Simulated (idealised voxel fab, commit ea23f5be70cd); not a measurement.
Title: Process Module voxel released beams
It is cross-section cut that appears here, measuring 220 nm in width, its square cells being 5 nm in size.
Heads up, the way a cross-section reads in here is a grid of square cells, handed over as bands from the top down, with every band being one or more rows of cells.
What a band's entry tells you: where the top is and where the bottom is, as heights in nm, and after that what lies inside, material by material from left to right, each with its width in nm. Empty space is written as the word "blank", and a single material marked with the word "all across" occupies the band from edge to edge.
It should be noted that heights are counted from 0, beneath which the wafer as supplied is of one material throughout, and that the lowest band possesses no lower boundary but continues downward, as written in "0..down".
So if you see something like "30->40" for the width, read it as the top row of the band sitting at the first number and the bottom row at the second, with every row in between moving by the same amount as the last.
"remains unaltered", as given for a step, is the statement that not any cell of the cross-section underwent a change during that step.
For the entry "Listed closed voids", the listed items are empty spaces with no open way to the top whose size is 8 cells or more; each item follows the pattern width x height at distance, where distance is from the left edge and all three are in nm.
On each step's line, the part that comes after the settings is the simulator's own comment on the step.
overlay nm: how far to the right of its planned place the mask lay on this masked step (negative: to the left).
[Process steps (planned)]
| 1 | op RECEIVE | material Si |
| 2 | op CONFORMAL_DEP | material SiN | thk nm 5 |
| 3 | op DIRECTIONAL_DEP | material SiO2 | thk nm 15 |
| 4 | op DIRECTIONAL_DEP | material aC | thk nm 15 |
| 5 | op PATTERN | tone open | mask id ANCHOR | material resist | width nm 30 | thk nm 30 | overlay nm 0 |
| 6 | op DIRECTIONAL_ETCH | etch materials aC | depth nm 5 |
| 7 | op STRIP | etch materials resist |
| 8 | op DIRECTIONAL_ETCH | etch materials SiO2 | depth nm 15 |
| 9 | op STRIP | etch materials aC |
| 10 | op CONFORMAL_DEP | material W | thk nm 10 |
| 11 | op DIRECTIONAL_DEP | material aC | thk nm 10 |
| 12 | op PATTERN | tone cover | mask id BEAM | material resist | width nm 105 | thk nm 25 | overlay nm 0 |
| 13 | op DIRECTIONAL_ETCH | etch materials aC | depth nm 10 |
| 14 | op STRIP | etch materials resist |
| 15 | op DIRECTIONAL_ETCH | etch materials W | depth nm 10 |
| 16 | op STRIP | etch materials aC |
| 17 | op STRIP | etch materials SiO2 |
The plan's step 6 depth nm is the first wafer's value; the wafers differ in this setting and start identical.
[Cross-section, first of several wafers, as delivered after step 1]
- 0..down  Si all across
- Listed closed voids: none
[Below, a row for every wafer. Read it as the end-of-module picture: for each material the wafer shows its cells gained (+) or lost (-) since it was received, and then its closed voids]
depth nm 5, +44 SiN, Listed closed voids: none
depth nm 10, +44 SiN, Listed closed voids: none
depth nm 15, +44 SiN, +54 W, Listed closed voids: none
depth nm 20, +44 SiN, +54 W, Listed closed voids: none
depth nm 25, +44 SiN, +54 W, Listed closed voids: none
depth nm 30, +44 SiN, +54 W, Listed closed voids: none
